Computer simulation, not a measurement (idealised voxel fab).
You're looking at the process module voxel capacitor over wiring.
cross-section cut | 260 nm wide | cells 5 nm
Each cross-section below is a grid of square cells, stated as bands in top-down order, with one or more rows of cells making up each band. Band: top height; bottom height; in nm. Then, left to right: material with width in nm, for each material. "everywhere": a single material spanning edge to edge. "blank": empty space. Heights are expressed relative to 0, this being the level below which the as-received wafer comprises one material exclusively. The lowest band is unbounded in the downward direction and is denoted as in "z 0 and below". The notation "30->40" denotes a width that varies across the rows of cells in the band, beginning at the first number in the top row, finishing at the second number in the bottom row, and changing by an identical amount from each row to the next. Where the words "identical to before" appear for a step, the cross-section shows no cell changed by that step; every cell remained as before. If an empty space has no open way to the top and is at least 8 cells in size, "Unvented cavities" lists it, written width x height at distance, where distance is measured from the left edge and every value is in nm. If you see something after the settings on a step's line, that's the simulator's own remark about that step. overlay nm: right-of-plan distance of the mask on a masked step; negative values mean left-of-plan.
### The steps planned for the process are as follows
1. RECEIVE (material Si)
2. CONFORMAL_DEP (material SiO2; thk nm 10)
3. CONFORMAL_DEP (material SiN; thk nm 5)
4. DIRECTIONAL_DEP (material SiO2; thk nm 20)
5. MASKED_ETCH (tone open; mask id METAL_1; width nm 25; pitch nm 75; etch materials SiO2; depth nm 20; overlay nm 0)
6. MASKED_ETCH (tone open; mask id METAL_1; width nm 25; pitch nm 75; etch materials SiN; depth nm 5; overlay nm 0)
7. CONFORMAL_DEP (material TiN; thk nm 5)
8. FILL_DEP (material Cu; thk nm 5)
9. CMP (height nm 35)
10. CONFORMAL_DEP (material SiCN; thk nm 5)
11. DIRECTIONAL_DEP (material SiO2; thk nm 20)
12. DIRECTIONAL_DEP (material aC; thk nm 10)
13. PATTERN (tone open; mask id PLUG_1; material resist; width nm 15; thk nm 25; overlay nm 0)
14. DIRECTIONAL_ETCH (etch materials aC; depth nm 10)
15. STRIP (etch materials resist)
16. DIRECTIONAL_ETCH (etch materials SiO2; depth nm 20)
17. DIRECTIONAL_ETCH (etch materials SiCN; depth nm 5)
18. STRIP (etch materials aC)
19. EPI (material Ru; thk nm 10)
20. EPI (material Ru; thk nm 10)
21. EPI (material Ru; thk nm 5)
22. DIRECTIONAL_DEP (material TiN; thk nm 5)
23. DIRECTIONAL_DEP (material HfO2; thk nm 5)
24. DIRECTIONAL_DEP (material TiN; thk nm 5)
25. PATTERN (tone cover; mask id UPPER_PLATE; material resist; width nm 55; thk nm 20; overlay nm 0)
26. DIRECTIONAL_ETCH (etch materials TiN; depth nm 5)
27. DIRECTIONAL_ETCH (etch materials HfO2; depth nm 5)
28. STRIP (etch materials resist)
29. PATTERN (tone cover; mask id LOWER_PLATE; material resist; width nm 65; thk nm 20; overlay nm 0)
30. DIRECTIONAL_ETCH (etch materials TiN; depth nm 5)
31. STRIP (etch materials resist)
32. FILL_DEP (material SiO2; thk nm 20)
33. CMP (height nm 90)
34. DIRECTIONAL_DEP (material aC; thk nm 15)
35. PATTERN (tone open; mask id PLUG_2; material resist; width nm 15; thk nm 35; overlay nm 0)
36. DIRECTIONAL_ETCH (etch materials aC; depth nm 15)
37. STRIP (etch materials resist)
38. DIRECTIONAL_ETCH (etch materials SiO2; depth nm 15)
39. STRIP (etch materials aC)
40. CONFORMAL_DEP (material TiN; thk nm 5)
41. FILL_DEP (material Ru; thk nm 5)
42. CMP (height nm 90)
43. CONFORMAL_DEP (material SiCN; thk nm 5)
### Received-state cross-section, reflecting completion of step 1
> z 0 and below | Si everywhere
> Unvented cavities: none
### Look at the cross-section after the module: the wafer started out the way shown above and the plan was the one shown above, yet one mistake was made along the way
> z 95 to 90 | SiCN everywhere
> z 90 to 80 | SiO2 100->90, TiN 15->25, SiO2 145
> z 80 to 75 | SiO2 90, HfO2 25, SiO2 145
> z 75 to 70 | SiO2 85, TiN 60, SiO2 115
> z 70 to 65 | SiO2 80, Ru 35, HfO2 30, SiO2 115
> z 65 to 60 | SiO2 80, Ru 35, TiN 35, SiO2 110
> z 60 to 40 | SiO2 90, Ru 15, SiO2 155
> z 40 to 35 | SiCN 90, Ru 15, SiCN 155
> z 35 to 15 | SiO2 80, TiN 5, Cu 15, TiN 5, SiO2 50, TiN 5, Cu 15, TiN 5, SiO2 80
> z 15 to 10 | SiN 80, TiN 25, SiN 50, TiN 25, SiN 80
> z 10 to 0 | SiO2 everywhere
> z 0 and below | Si everywhere
> Unvented cavities: none
The mistake made against the process plan was this: note: one of steps 19 and 20 (identical) was run twice; cannot identify which
